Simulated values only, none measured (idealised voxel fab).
process module | voxel fin reveal
cross-section cut | 200 nm wide | cells 5 nm
A cross-section is a grid of square cells, given in bands from the top down. A band is one or more rows of cells.
Each band's line starts with the height of the band's top and of its bottom, in nm. Then come its materials from left to right, each with its width in nm. One material with "throughout" fills the band from edge to edge. "air" is empty space.
Height 0 is the level under which the wafer as received is all one material. The lowest band goes on downwards, as in "0 down".
A width such as "30 to 40" changes by the same amount from each row of cells to the next, from the band's top row to its bottom row.
"no change" after a step means that no cell of the cross-section changed.
closed voids: empty space of 8 cells or more with no open way to the top, each as width x height at its distance from the left edge, in nm
after a step's settings: what the simulator itself notes on the step
overlay nm, on a step with a mask: how far to the right of its planned place the mask lay; to the left if negative
plan
1 op RECEIVE | material Si
2 op CONFORMAL_DEP | material SiN | thk nm 5
3 op DIRECTIONAL_DEP | material aC | thk nm 10
4 op PATTERN | tone cover | mask id FINS | material resist | width nm 15 | pitch nm 35 | thk nm 30 | overlay nm 0
5 op DIRECTIONAL_ETCH | etch materials aC | depth nm 10
6 op STRIP | etch materials resist
7 op DIRECTIONAL_ETCH | etch materials SiN | depth nm 5
8 op DIRECTIONAL_ETCH | etch materials Si | depth nm 35
9 op STRIP | etch materials aC
10 op OXIDIZE | depth nm 5
11 op FILL_DEP | material SiO2 | thk nm 5
12 op CMP | height nm 5
13 op SELECTIVE_ETCH | etch materials SiO2 | depth nm 20
14 op STRIP | etch materials SiN
as received, after step 1
  0 down: Si throughout
  closed voids: none
a wafer at the end: this start, this plan, one mistake
  0 to -15: air 45 | Si 5 | air 30 | Si 5 | air 30 | Si 5 | air 30 | Si 5 | air 45
  -15 to -50: SiO2 45 | Si 5 | SiO2 30 | Si 5 | SiO2 30 | Si 5 | SiO2 30 | Si 5 | SiO2 45
  -50 down: Si throughout
  closed voids: none
what went wrong: step 8 ran as: op DIRECTIONAL_ETCH | etch materials Si | depth nm 45
